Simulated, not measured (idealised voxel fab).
Documented hereafter: the process module known as voxel capacitor over wiring.
Section cut is 250 nm wide and gridded with 5 nm square cells.
For the purposes of this document, a cross-section shall be understood as a grid of square cells, specified as bands listed in top-to-bottom order, each band consisting of one or more rows of cells. Basically the band line says how high the top is and how high the bottom is, in nm, and then what's in it from left to right, every material with its width in nm. Empty space shows up as "blank", and if a single material carries "all across" it runs the full band edge to edge. Height reference: 0 = level under which incoming wafer is all one material. Lowest band: no bottom, runs on downward, e.g. "from 0 down". You'd read "30 to 40" like this: the band's top row of cells is as wide as the first number, its bottom row is as wide as the second, and going down, every row changes width by the same amount as the row before did. "nothing got changed" after a step means that no cell of the cross-section changed. In "Internal closed voids" the enclosed voids are listed, meaning empty spaces of 8 cells or larger without any opening to the top. The form is width x height at distance, distance from the left edge, units nm. If you see something after the settings on a step's line, that's the simulator's own remark about that step. The optional step-line setting "overlay nm" applies to steps with a mask and quantifies how far to the right of its planned location the mask lay, a negative value indicating leftward placement.

# The steps planned for the process are as follows
| 1 | RECEIVE [material Si] |
| 2 | CONFORMAL_DEP [material SiO2] [thk nm 15] |
| 3 | CONFORMAL_DEP [material SiN] [thk nm 5] |
| 4 | DIRECTIONAL_DEP [material SiO2] [thk nm 15] |
| 5 | PATTERN [tone open] [mask id METAL_1] [material resist] [width nm 25] [pitch nm 95] [thk nm 15] [overlay nm 0] |
| 6 | DIRECTIONAL_ETCH [etch materials SiO2] [depth nm 15] |
| 7 | DIRECTIONAL_ETCH [etch materials SiN] [depth nm 5] |
| 8 | STRIP [etch materials resist] |
| 9 | CONFORMAL_DEP [material TiN] [thk nm 5] |
| 10 | FILL_DEP [material W] [thk nm 10] |
| 11 | CMP [height nm 35] |
| 12 | EPI [material Ru] [thk nm 5] |
| 13 | FILL_DEP [material SiCN] [thk nm 5] |
| 14 | DIRECTIONAL_DEP [material SiO2] [thk nm 20] |
| 15 | MASKED_ETCH [tone open] [mask id PLUG_1] [width nm 15] [etch materials SiO2] [depth nm 20] [overlay nm 0] |
| 16 | MASKED_ETCH [tone open] [mask id PLUG_1] [width nm 15] [etch materials SiCN] [depth nm 5] [overlay nm 0] |
| 17 | CONFORMAL_DEP [material TiN] [thk nm 5] |
| 18 | FILL_DEP [material Cu] [thk nm 5] |
| 19 | CMP [height nm 65] |
| 20 | DIRECTIONAL_DEP [material TiN] [thk nm 10] |
| 21 | DIRECTIONAL_DEP [material HfO2] [thk nm 5] |
| 22 | DIRECTIONAL_DEP [material TiN] [thk nm 10] |
| 23 | DIRECTIONAL_DEP [material aC] [thk nm 10] |
| 24 | PATTERN [tone cover] [mask id UPPER_PLATE] [material resist] [width nm 75] [thk nm 25] [overlay nm 0] |
| 25 | DIRECTIONAL_ETCH [etch materials aC] [depth nm 10] |
| 26 | STRIP [etch materials resist] |
| 27 | DIRECTIONAL_ETCH [etch materials TiN] [depth nm 10] |
| 28 | DIRECTIONAL_ETCH [etch materials HfO2] [depth nm 5] |
| 29 | STRIP [etch materials aC] |
| 30 | DIRECTIONAL_DEP [material aC] [thk nm 10] |
| 31 | PATTERN [tone cover] [mask id LOWER_PLATE] [material resist] [width nm 85] [thk nm 30] [overlay nm 0] |
| 32 | DIRECTIONAL_ETCH [etch materials aC] [depth nm 10] |
| 33 | STRIP [etch materials resist] |
| 34 | DIRECTIONAL_ETCH [etch materials TiN] [depth nm 10] |
| 35 | STRIP [etch materials aC] |
| 36 | FILL_DEP [material SiO2] [thk nm 15] |
| 37 | CMP [height nm 100] |
| 38 | DIRECTIONAL_DEP [material aC] [thk nm 10] |
| 39 | PATTERN [tone open] [mask id PLUG_2] [material resist] [width nm 15] [thk nm 30] [overlay nm 0] |
| 40 | DIRECTIONAL_ETCH [etch materials aC] [depth nm 10] |
| 41 | STRIP [etch materials resist] |
| 42 | DIRECTIONAL_ETCH [etch materials SiO2] [depth nm 10] |
| 43 | STRIP [etch materials aC] |
| 44 | CONFORMAL_DEP [material TiN] [thk nm 5] |
| 45 | FILL_DEP [material Ru] [thk nm 5] |
| 46 | CMP [height nm 100] |
| 47 | CONFORMAL_DEP [material SiN] [thk nm 5] |

# Run as planned: first of two wafers

# Wafer as received: cross-section following step 1
from 0 down = Si all across
Internal closed voids: none

# Cross-sectional representation of the wafer at the conclusion of step 2
from 15 to 0 = SiO2 all across
Rest of section, below 0: as before.

# Cross-sectional representation of the wafer at the conclusion of step 3
from 20 to 15 = SiN all across
Rest of section, below 15: as before.

# Cross-sectional representation of the wafer at the conclusion of step 4
from 35 to 20 = SiO2 all across
Rest of section, below 20: as before.

# Cross-sectional representation of the wafer at the conclusion of step 5
from 50 to 35 = 65 of resist / 25 of blank / 70 of resist / 25 of blank / 65 of resist
Rest of section, below 35: as before.

# Cross-sectional representation of the wafer at the conclusion of step 6
from 50 to 35 = 65 of resist / 25 of blank / 70 of resist / 25 of blank / 65 of resist
from 35 to 20 = 65 of SiO2 / 25 of blank / 70 of SiO2 / 25 of blank / 65 of SiO2
Rest of section, below 20: as before.

# Cross-sectional representation of the wafer at the conclusion of step 7
from 50 to 35 = 65 of resist / 25 of blank / 70 of resist / 25 of blank / 65 of resist
from 35 to 20 = 65 of SiO2 / 25 of blank / 70 of SiO2 / 25 of blank / 65 of SiO2
from 20 to 15 = 65 of SiN / 25 of blank / 70 of SiN / 25 of blank / 65 of SiN
Rest of section, below 15: as before.

# Cross-sectional representation of the wafer at the conclusion of step 8
from 35 to 20 = 65 of SiO2 / 25 of blank / 70 of SiO2 / 25 of blank / 65 of SiO2
Rest of section, below 20: as before.

# Cross-sectional representation of the wafer at the conclusion of step 9
from 40 to 35 = 70 of TiN / 15 of blank / 80 of TiN / 15 of blank / 70 of TiN
from 35 to 20 = 65 of SiO2 / 5 of TiN / 15 of blank / 5 of TiN / 70 of SiO2 / 5 of TiN / 15 of blank / 5 of TiN / 65 of SiO2
from 20 to 15 = 65 of SiN / 25 of TiN / 70 of SiN / 25 of TiN / 65 of SiN
Rest of section, below 15: as before.

# Cross-sectional representation of the wafer at the conclusion of step 10
from 50 to 40 = W all across
from 40 to 35 = 70 of TiN / 15 of W / 80 of TiN / 15 of W / 70 of TiN
from 35 to 20 = 65 of SiO2 / 5 of TiN / 15 of W / 5 of TiN / 70 of SiO2 / 5 of TiN / 15 of W / 5 of TiN / 65 of SiO2
Rest of section, below 20: as before.

# Cross-sectional representation of the wafer at the conclusion of step 11
from 35 to 20 = 65 of SiO2 / 5 of TiN / 15 of W / 5 of TiN / 70 of SiO2 / 5 of TiN / 15 of W / 5 of TiN / 65 of SiO2
Rest of section, below 20: as before.

# Cross-sectional representation of the wafer at the conclusion of step 12
from 40 to 35 = 60 of blank / 35 of Ru / 60 of blank / 35 of Ru / 60 of blank
Rest of section, below 35: as before.

# Cross-sectional representation of the wafer at the conclusion of step 13
from 45 to 40 = SiCN all across
from 40 to 35 = 60 of SiCN / 35 of Ru / 60 of SiCN / 35 of Ru / 60 of SiCN
Rest of section, below 35: as before.

# Cross-sectional representation of the wafer at the conclusion of step 14
from 65 to 45 = SiO2 all across
Rest of section, below 45: as before.

# Cross-sectional representation of the wafer at the conclusion of step 15
from 65 to 45 = 75 of SiO2 / 15 of blank / 160 of SiO2
Rest of section, below 45: as before.

# Cross-sectional representation of the wafer at the conclusion of step 16
from 65 to 45 = 75 of SiO2 / 15 of blank / 160 of SiO2
from 45 to 40 = 75 of SiCN / 15 of blank / 160 of SiCN
Rest of section, below 40: as before.

# Cross-sectional representation of the wafer at the conclusion of step 17
from 70 to 65 = 80 of TiN / 5 of blank / 165 of TiN
from 65 to 45 = 75 of SiO2 / 5 of TiN / 5 of blank / 5 of TiN / 160 of SiO2
from 45 to 40 = 75 of SiCN / 15 of TiN / 160 of SiCN
Rest of section, below 40: as before.

# Cross-sectional representation of the wafer at the conclusion of step 18
from 75 to 70 = Cu all across
from 70 to 65 = 80 of TiN / 5 of Cu / 165 of TiN
from 65 to 45 = 75 of SiO2 / 5 of TiN / 5 of Cu / 5 of TiN / 160 of SiO2
Rest of section, below 45: as before.

# Cross-sectional representation of the wafer at the conclusion of step 19
from 65 to 45 = 75 of SiO2 / 5 of TiN / 5 of Cu / 5 of TiN / 160 of SiO2
Rest of section, below 45: as before.

# Cross-sectional representation of the wafer at the conclusion of step 20
from 75 to 65 = TiN all across
Rest of section, below 65: as before.

# Cross-sectional representation of the wafer at the conclusion of step 21
from 80 to 75 = HfO2 all across
Rest of section, below 75: as before.

# Cross-sectional representation of the wafer at the conclusion of step 22
from 90 to 80 = TiN all across
Rest of section, below 80: as before.

# Cross-sectional representation of the wafer at the conclusion of step 23
from 100 to 90 = aC all across
Rest of section, below 90: as before.

# Cross-sectional representation of the wafer at the conclusion of step 24
from 125 to 100 = 75 of blank / 75 of resist / 100 of blank
Rest of section, below 100: as before.

# Cross-sectional representation of the wafer at the conclusion of step 25
from 115 to 100 = 75 of blank / 75 of resist / 100 of blank
from 100 to 90 = 75 of blank / 75 of aC / 100 of blank
Rest of section, below 90: as before.

# Cross-sectional representation of the wafer at the conclusion of step 26
from 100 to 90 = 75 of blank / 75 of aC / 100 of blank
Rest of section, below 90: as before.

# Cross-sectional representation of the wafer at the conclusion of step 27
from 100 to 90 = 75 of blank / 75 of aC / 100 of blank
from 90 to 80 = 75 of blank / 75 of TiN / 100 of blank
Rest of section, below 80: as before.

# Cross-sectional representation of the wafer at the conclusion of step 28
from 100 to 90 = 75 of blank / 75 of aC / 100 of blank
from 90 to 80 = 75 of blank / 75 of TiN / 100 of blank
from 80 to 75 = 75 of blank / 75 of HfO2 / 100 of blank
Rest of section, below 75: as before.

# Cross-sectional representation of the wafer at the conclusion of step 29
from 90 to 80 = 75 of blank / 75 of TiN / 100 of blank
Rest of section, below 80: as before.

# Cross-sectional representation of the wafer at the conclusion of step 30
from 100 to 90 = 75 of blank / 75 of aC / 100 of blank
from 90 to 85 = 75 of blank / 75 of TiN / 100 of blank
from 85 to 80 = 75 of aC / 75 of TiN / 100 of aC
from 80 to 75 = 75 of aC / 75 of HfO2 / 100 of aC
Rest of section, below 75: as before.

# Cross-sectional representation of the wafer at the conclusion of step 31
from 130 to 100 = 70 of blank / 85 of resist / 95 of blank
from 100 to 90 = 70 of blank / 5 of resist / 75 of aC / 5 of resist / 95 of blank
from 90 to 85 = 70 of blank / 5 of resist / 75 of TiN / 5 of resist / 95 of blank
Rest of section, below 85: as before.

# Cross-sectional representation of the wafer at the conclusion of step 32
from 120 to 100 = 70 of blank / 85 of resist / 95 of blank
from 100 to 90 = 70 of blank / 5 of resist / 75 of aC / 5 of resist / 95 of blank
from 90 to 85 = 70 of blank / 5 of resist / 75 of TiN / 5 of resist / 95 of blank
from 85 to 80 = 70 of blank / 5 of aC / 75 of TiN / 5 of aC / 95 of blank
from 80 to 75 = 70 of blank / 5 of aC / 75 of HfO2 / 5 of aC / 95 of blank
Rest of section, below 75: as before.

# Cross-sectional representation of the wafer at the conclusion of step 33
from 100 to 90 = 75 of blank / 75 of aC / 100 of blank
from 90 to 85 = 75 of blank / 75 of TiN / 100 of blank
Rest of section, below 85: as before.

# Cross-sectional representation of the wafer at the conclusion of step 34
from 100 to 90 = 75 of blank / 75 of aC / 100 of blank
from 90 to 85 = 75 of blank / 75 of TiN / 100 of blank
from 85 to 80 = 70 of blank / 5 of aC / 75 of TiN / 5 of aC / 95 of blank
from 80 to 75 = 70 of blank / 5 of aC / 75 of HfO2 / 5 of aC / 95 of blank
from 75 to 65 = 70 of blank / 85 of TiN / 95 of blank
Rest of section, below 65: as before.

# Cross-sectional representation of the wafer at the conclusion of step 35
from 90 to 80 = 75 of blank / 75 of TiN / 100 of blank
from 80 to 75 = 75 of blank / 75 of HfO2 / 100 of blank
Rest of section, below 75: as before.

# Cross-sectional representation of the wafer at the conclusion of step 36
from 105 to 90 = SiO2 all across
from 90 to 80 = 75 of SiO2 / 75 of TiN / 100 of SiO2
from 80 to 75 = 75 of SiO2 / 75 of HfO2 / 100 of SiO2
from 75 to 65 = 70 of SiO2 / 85 of TiN / 95 of SiO2
Rest of section, below 65: as before.

# Cross-sectional representation of the wafer at the conclusion of step 37
from 100 to 90 = SiO2 all across
Rest of section, below 90: as before.

# Cross-sectional representation of the wafer at the conclusion of step 38
from 110 to 100 = aC all across
Rest of section, below 100: as before.

# Cross-sectional representation of the wafer at the conclusion of step 39
from 140 to 110 = 85 of resist / 15 of blank / 150 of resist
Rest of section, below 110: as before.

# Cross-sectional representation of the wafer at the conclusion of step 40
from 130 to 110 = 85 of resist / 15 of blank / 150 of resist
from 110 to 100 = 85 of aC / 15 of blank / 150 of aC
Rest of section, below 100: as before.

# Cross-sectional representation of the wafer at the conclusion of step 41
from 110 to 100 = 85 of aC / 15 of blank / 150 of aC
Rest of section, below 100: as before.

# Cross-sectional representation of the wafer at the conclusion of step 42
from 110 to 100 = 85 of aC / 15 of blank / 150 of aC
from 100 to 90 = 85 of SiO2 / 15 of blank / 150 of SiO2
Rest of section, below 90: as before.

# Cross-sectional representation of the wafer at the conclusion of step 43
from 100 to 90 = 85 of SiO2 / 15 of blank / 150 of SiO2
Rest of section, below 90: as before.

# Cross-sectional representation of the wafer at the conclusion of step 44
from 105 to 100 = 90 of TiN / 5 of blank / 155 of TiN
from 100 to 95 = 85 of SiO2 / 5 of TiN / 5 of blank / 5 of TiN / 150 of SiO2
from 95 to 90 = 85 of SiO2 / 15 of TiN / 150 of SiO2
Rest of section, below 90: as before.

# Cross-sectional representation of the wafer at the conclusion of step 45
from 110 to 105 = Ru all across
from 105 to 100 = 90 of TiN / 5 of Ru / 155 of TiN
from 100 to 95 = 85 of SiO2 / 5 of TiN / 5 of Ru / 5 of TiN / 150 of SiO2
Rest of section, below 95: as before.

# Cross-sectional representation of the wafer at the conclusion of step 46
from 100 to 95 = 85 of SiO2 / 5 of TiN / 5 of Ru / 5 of TiN / 150 of SiO2
Rest of section, below 95: as before.

# Cross-sectional representation of the wafer at the conclusion of step 47
from 105 to 100 = SiN all across
Rest of section, below 100: as before.

# Companion wafer, the second of two: same beginning, same intended sequence, one mistake in carrying it out; through step 41 inclusive it tracks the first exactly

# Cross-sectional representation of the second wafer at the time designated in the plan for the completion of step 42
from 110 to 100 = 85 of aC / 15 of blank / 150 of aC
from 100 to 90 = 85 of SiO2 / 15 of blank / 150 of SiO2
Rest of section, below 90: as before.

# Cross-sectional representation of the second wafer at the time designated in the plan for the completion of step 43
from 100 to 90 = 85 of SiO2 / 15 of blank / 150 of SiO2
Rest of section, below 90: as before.

# Cross-sectional representation of the second wafer at the time designated in the plan for the completion of step 44
from 105 to 100 = 90 of TiN / 5 of blank / 155 of TiN
from 100 to 95 = 85 of SiO2 / 5 of TiN / 5 of blank / 5 of TiN / 150 of SiO2
from 95 to 90 = 85 of SiO2 / 15 of TiN / 150 of SiO2
Rest of section, below 90: as before.

# Cross-sectional representation of the second wafer at the time designated in the plan for the completion of step 45
from 110 to 105 = Ru all across
from 105 to 100 = 90 of TiN / 5 of Ru / 155 of TiN
from 100 to 95 = 85 of SiO2 / 5 of TiN / 5 of Ru / 5 of TiN / 150 of SiO2
Rest of section, below 95: as before.

# Cross-sectional representation of the second wafer at the time designated in the plan for the completion of step 46
from 100 to 95 = 85 of SiO2 / 5 of TiN / 5 of Ru / 5 of TiN / 150 of SiO2
Rest of section, below 95: as before.

# Cross-sectional representation of the second wafer at the time designated in the plan for the completion of step 47
from 105 to 100 = SiN all across
Rest of section, below 100: as before.
Plan not followed: the plan's step 42 ran twice
The mistake has no effect on what this model computes, because the two wafers end with the same cross-section.
